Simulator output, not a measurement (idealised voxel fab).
Process module name: voxel capacitor over wiring
FYI the section here is cut, 155 nm wide, cells are 5 nm squares.
Heads up, the way a cross-section reads in here is a grid of square cells, handed over as bands from the top down, with every band being one or more rows of cells.
In this notation a band is specified by the heights of its top and bottom, in that order and in nm, after which its materials appear from left to right, each paired with its width in nm. The word "all across" attached to a single material means that material fills the band from edge to edge; the word "empty" stands for empty space.
The level at which height equals 0 is the one under which the wafer, as it arrives, is entirely one material. No lower edge exists for the bottom band, which continues downward and is notated as in "z 0 and below".
Quick explanation for "30 to 40": the width changes in equal steps down the rows of cells, from the first number in the band's top row to the second number in its bottom row.
Key: "stayed the same" - step with no changed cell in the cross-section.
Enclosed voids (no open way to top), threshold 8 cells or more, entry "Completely enclosed voids", notation width x height at distance, distance from left edge, nm.
It should be noted that, on the line of a given step, the content following the step's settings is a remark produced by the simulator itself with respect to that step.
"overlay nm" on a masked step: distance the mask lay right of its planned place, negative for left.
# Planned step list for the process
| 1 | RECEIVE: material Si |
| 2 | CONFORMAL_DEP: material SiO2, thk nm 15 |
| 3 | CONFORMAL_DEP: material SiCN, thk nm 5 |
| 4 | DIRECTIONAL_DEP: material SiO2, thk nm 25 |
| 5 | DIRECTIONAL_DEP: material aC, thk nm 10 |
| 6 | PATTERN: tone open, mask id METAL_1, material resist, width nm 30, pitch nm 95, thk nm 30, overlay nm 0 |
| 7 | DIRECTIONAL_ETCH: etch materials aC, depth nm 10 |
| 8 | STRIP: etch materials resist |
| 9 | DIRECTIONAL_ETCH: etch materials SiO2, depth nm 25 |
| 10 | DIRECTIONAL_ETCH: etch materials SiCN, depth nm 5 |
| 11 | STRIP: etch materials aC |
| 12 | CONFORMAL_DEP: material TiN, thk nm 5 |
| 13 | FILL_DEP: material Cu, thk nm 10 |
| 14 | CMP: height nm 45 |
| 15 | CONFORMAL_DEP: material SiCN, thk nm 5 |
| 16 | DIRECTIONAL_DEP: material SiO2, thk nm 10 |
| 17 | MASKED_ETCH: tone open, mask id PLUG_1, width nm 15, etch materials SiO2, depth nm 10, overlay nm 0 |
| 18 | MASKED_ETCH: tone open, mask id PLUG_1, width nm 15, etch materials SiCN, depth nm 5, overlay nm 0 |
| 19 | CONFORMAL_DEP: material TiN, thk nm 5 |
| 20 | FILL_DEP: material W, thk nm 10 |
| 21 | CMP: height nm 60 |
| 22 | DIRECTIONAL_DEP: material TiN, thk nm 10 |
| 23 | DIRECTIONAL_DEP: material HfO2, thk nm 5 |
| 24 | DIRECTIONAL_DEP: material TiN, thk nm 10 |
| 25 | PATTERN: tone cover, mask id UPPER_PLATE, material resist, width nm 70, thk nm 15, overlay nm 0 |
| 26 | DIRECTIONAL_ETCH: etch materials TiN, depth nm 10 |
| 27 | DIRECTIONAL_ETCH: etch materials HfO2, depth nm 5 |
| 28 | STRIP: etch materials resist |
| 29 | DIRECTIONAL_DEP: material aC, thk nm 10 |
| 30 | PATTERN: tone cover, mask id LOWER_PLATE, material resist, width nm 80, thk nm 25, overlay nm 0 |
| 31 | DIRECTIONAL_ETCH: etch materials aC, depth nm 10 |
| 32 | STRIP: etch materials resist |
| 33 | DIRECTIONAL_ETCH: etch materials TiN, depth nm 10 |
| 34 | STRIP: etch materials aC |
| 35 | FILL_DEP: material SiO2, thk nm 20 |
| 36 | CMP: height nm 100 |
| 37 | MASKED_ETCH: tone open, mask id PLUG_2, width nm 15, etch materials SiO2, depth nm 15, overlay nm 0 |
| 38 | CONFORMAL_DEP: material TiN, thk nm 5 |
| 39 | FILL_DEP: material Ru, thk nm 10 |
| 40 | CMP: height nm 100 |
| 41 | CONFORMAL_DEP: material SiCN, thk nm 5 |
# So, the first of our two wafers, run just as we planned it
# Wafer cross-section on receipt, i.e. after step 1
z 0 and below: Si all across
Completely enclosed voids: none
# Cross-sectional representation of the wafer at the conclusion of step 2
z 15 to 0: SiO2 all across
Below 0, the layers are the same as they were.
# Cross-sectional representation of the wafer at the conclusion of step 3
z 20 to 15: SiCN all across
Below 15, the layers are the same as they were.
# Cross-sectional representation of the wafer at the conclusion of step 4
z 45 to 20: SiO2 all across
Below 20, the layers are the same as they were.
# Cross-sectional representation of the wafer at the conclusion of step 5
z 55 to 45: aC all across
Below 45, the layers are the same as they were.
# Cross-sectional representation of the wafer at the conclusion of step 6
z 85 to 55: resist=15, then empty=30, then resist=65, then empty=30, then resist=15
Below 55, the layers are the same as they were.
# Cross-sectional representation of the wafer at the conclusion of step 7
z 75 to 55: resist=15, then empty=30, then resist=65, then empty=30, then resist=15
z 55 to 45: aC=15, then empty=30, then aC=65, then empty=30, then aC=15
Below 45, the layers are the same as they were.
# Cross-sectional representation of the wafer at the conclusion of step 8
z 55 to 45: aC=15, then empty=30, then aC=65, then empty=30, then aC=15
Below 45, the layers are the same as they were.
# Cross-sectional representation of the wafer at the conclusion of step 9
z 55 to 45: aC=15, then empty=30, then aC=65, then empty=30, then aC=15
z 45 to 20: SiO2=15, then empty=30, then SiO2=65, then empty=30, then SiO2=15
Below 20, the layers are the same as they were.
# Cross-sectional representation of the wafer at the conclusion of step 10
z 55 to 45: aC=15, then empty=30, then aC=65, then empty=30, then aC=15
z 45 to 20: SiO2=15, then empty=30, then SiO2=65, then empty=30, then SiO2=15
z 20 to 15: SiCN=15, then empty=30, then SiCN=65, then empty=30, then SiCN=15
Below 15, the layers are the same as they were.
# Cross-sectional representation of the wafer at the conclusion of step 11
z 45 to 20: SiO2=15, then empty=30, then SiO2=65, then empty=30, then SiO2=15
Below 20, the layers are the same as they were.
# Cross-sectional representation of the wafer at the conclusion of step 12
z 50 to 45: TiN=20, then empty=20, then TiN=75, then empty=20, then TiN=20
z 45 to 20: SiO2=15, then TiN=5, then empty=20, then TiN=5, then SiO2=65, then TiN=5, then empty=20, then TiN=5, then SiO2=15
z 20 to 15: SiCN=15, then TiN=30, then SiCN=65, then TiN=30, then SiCN=15
Below 15, the layers are the same as they were.
# Cross-sectional representation of the wafer at the conclusion of step 13
z 60 to 50: Cu all across
z 50 to 45: TiN=20, then Cu=20, then TiN=75, then Cu=20, then TiN=20
z 45 to 20: SiO2=15, then TiN=5, then Cu=20, then TiN=5, then SiO2=65, then TiN=5, then Cu=20, then TiN=5, then SiO2=15
Below 20, the layers are the same as they were.
# Cross-sectional representation of the wafer at the conclusion of step 14
z 45 to 20: SiO2=15, then TiN=5, then Cu=20, then TiN=5, then SiO2=65, then TiN=5, then Cu=20, then TiN=5, then SiO2=15
Below 20, the layers are the same as they were.
# Cross-sectional representation of the wafer at the conclusion of step 15
z 50 to 45: SiCN all across
Below 45, the layers are the same as they were.
# Cross-sectional representation of the wafer at the conclusion of step 16
z 60 to 50: SiO2 all across
Below 50, the layers are the same as they were.
# Cross-sectional representation of the wafer at the conclusion of step 17
z 60 to 50: SiO2=30, then empty=15, then SiO2=110
Below 50, the layers are the same as they were.
# Cross-sectional representation of the wafer at the conclusion of step 18
z 60 to 50: SiO2=30, then empty=15, then SiO2=110
z 50 to 45: SiCN=30, then empty=15, then SiCN=110
Below 45, the layers are the same as they were.
# Cross-sectional representation of the wafer at the conclusion of step 19
z 65 to 60: TiN=35, then empty=5, then TiN=115
z 60 to 50: SiO2=30, then TiN=5, then empty=5, then TiN=5, then SiO2=110
z 50 to 45: SiCN=30, then TiN=15, then SiCN=110
Below 45, the layers are the same as they were.
# Cross-sectional representation of the wafer at the conclusion of step 20
z 75 to 65: W all across
z 65 to 60: TiN=35, then W=5, then TiN=115
z 60 to 50: SiO2=30, then TiN=5, then W=5, then TiN=5, then SiO2=110
Below 50, the layers are the same as they were.
# Cross-sectional representation of the wafer at the conclusion of step 21
z 60 to 50: SiO2=30, then TiN=5, then W=5, then TiN=5, then SiO2=110
Below 50, the layers are the same as they were.
# Cross-sectional representation of the wafer at the conclusion of step 22
z 70 to 60: TiN all across
Below 60, the layers are the same as they were.
# Cross-sectional representation of the wafer at the conclusion of step 23
z 75 to 70: HfO2 all across
Below 70, the layers are the same as they were.
# Cross-sectional representation of the wafer at the conclusion of step 24
z 85 to 75: TiN all across
Below 75, the layers are the same as they were.
# Cross-sectional representation of the wafer at the conclusion of step 25
z 100 to 85: empty=30, then resist=70, then empty=55
Below 85, the layers are the same as they were.
# Cross-sectional representation of the wafer at the conclusion of step 26
z 100 to 85: empty=30, then resist=70, then empty=55
z 85 to 75: empty=30, then TiN=70, then empty=55
Below 75, the layers are the same as they were.
# Cross-sectional representation of the wafer at the conclusion of step 27
z 100 to 85: empty=30, then resist=70, then empty=55
z 85 to 75: empty=30, then TiN=70, then empty=55
z 75 to 70: empty=30, then HfO2=70, then empty=55
Below 70, the layers are the same as they were.
# Cross-sectional representation of the wafer at the conclusion of step 28
z 85 to 75: empty=30, then TiN=70, then empty=55
Below 75, the layers are the same as they were.
# Cross-sectional representation of the wafer at the conclusion of step 29
z 95 to 85: empty=30, then aC=70, then empty=55
z 85 to 80: empty=30, then TiN=70, then empty=55
z 80 to 75: aC=30, then TiN=70, then aC=55
z 75 to 70: aC=30, then HfO2=70, then aC=55
Below 70, the layers are the same as they were.
# Cross-sectional representation of the wafer at the conclusion of step 30
z 120 to 95: empty=25, then resist=80, then empty=50
z 95 to 85: empty=25, then resist=5, then aC=70, then resist=5, then empty=50
z 85 to 80: empty=25, then resist=5, then TiN=70, then resist=5, then empty=50
Below 80, the layers are the same as they were.
# Cross-sectional representation of the wafer at the conclusion of step 31
z 110 to 95: empty=25, then resist=80, then empty=50
z 95 to 85: empty=25, then resist=5, then aC=70, then resist=5, then empty=50
z 85 to 80: empty=25, then resist=5, then TiN=70, then resist=5, then empty=50
z 80 to 75: empty=25, then aC=5, then TiN=70, then aC=5, then empty=50
z 75 to 70: empty=25, then aC=5, then HfO2=70, then aC=5, then empty=50
Below 70, the layers are the same as they were.
# Cross-sectional representation of the wafer at the conclusion of step 32
z 95 to 85: empty=30, then aC=70, then empty=55
z 85 to 80: empty=30, then TiN=70, then empty=55
Below 80, the layers are the same as they were.
# Cross-sectional representation of the wafer at the conclusion of step 33
z 95 to 85: empty=30, then aC=70, then empty=55
z 85 to 80: empty=30, then TiN=70, then empty=55
z 80 to 75: empty=25, then aC=5, then TiN=70, then aC=5, then empty=50
z 75 to 70: empty=25, then aC=5, then HfO2=70, then aC=5, then empty=50
z 70 to 60: empty=25, then TiN=80, then empty=50
Below 60, the layers are the same as they were.
# Cross-sectional representation of the wafer at the conclusion of step 34
z 85 to 75: empty=30, then TiN=70, then empty=55
z 75 to 70: empty=30, then HfO2=70, then empty=55
Below 70, the layers are the same as they were.
# Cross-sectional representation of the wafer at the conclusion of step 35
z 105 to 85: SiO2 all across
z 85 to 75: SiO2=30, then TiN=70, then SiO2=55
z 75 to 70: SiO2=30, then HfO2=70, then SiO2=55
z 70 to 60: SiO2=25, then TiN=80, then SiO2=50
Below 60, the layers are the same as they were.
# Cross-sectional representation of the wafer at the conclusion of step 36
z 100 to 85: SiO2 all across
Below 85, the layers are the same as they were.
# Cross-sectional representation of the wafer at the conclusion of step 37
z 100 to 85: SiO2=40, then empty=15, then SiO2=100
Below 85, the layers are the same as they were.
# Cross-sectional representation of the wafer at the conclusion of step 38
z 105 to 100: TiN=45, then empty=5, then TiN=105
z 100 to 90: SiO2=40, then TiN=5, then empty=5, then TiN=5, then SiO2=100
z 90 to 85: SiO2=40, then TiN=15, then SiO2=100
Below 85, the layers are the same as they were.
# Cross-sectional representation of the wafer at the conclusion of step 39
z 115 to 105: Ru all across
z 105 to 100: TiN=45, then Ru=5, then TiN=105
z 100 to 90: SiO2=40, then TiN=5, then Ru=5, then TiN=5, then SiO2=100
Below 90, the layers are the same as they were.
# Cross-sectional representation of the wafer at the conclusion of step 40
z 100 to 90: SiO2=40, then TiN=5, then Ru=5, then TiN=5, then SiO2=100
Below 90, the layers are the same as they were.
# Cross-sectional representation of the wafer at the conclusion of step 41
z 105 to 100: SiCN all across
Below 100, the layers are the same as they were.
# Second wafer: same start and same plan as the first, one execution error; identical to the first through step 36
# Second wafer, cross-section, planned end of step 37
z 100 to 85: empty=40, then SiO2=15, then empty=100
Below 85, the layers are the same as they were.
# Second wafer, cross-section, planned end of step 38
z 105 to 100: empty=35, then TiN=25, then empty=95
z 100 to 90: empty=35, then TiN=5, then SiO2=15, then TiN=5, then empty=95
z 90 to 85: TiN=40, then SiO2=15, then TiN=100
Below 85, the layers are the same as they were.
# Second wafer, cross-section, planned end of step 39
z 115 to 105: Ru all across
z 105 to 100: Ru=35, then TiN=25, then Ru=95
z 100 to 90: Ru=35, then TiN=5, then SiO2=15, then TiN=5, then Ru=95
Below 90, the layers are the same as they were.
# Second wafer, cross-section, planned end of step 40
z 100 to 90: Ru=35, then TiN=5, then SiO2=15, then TiN=5, then Ru=95
Below 90, the layers are the same as they were.
# Second wafer, cross-section, planned end of step 41
z 105 to 100: SiCN all across
Below 100, the layers are the same as they were.
Diagnosis: step 37 deviated from plan and actually ran as MASKED_ETCH: tone cover, mask id PLUG_2, width nm 15, etch materials SiO2, depth nm 15, overlay nm 0
Final cells, second wafer relative to first, materials higher or lower: +50 Ru, -75 SiO2, +25 TiN
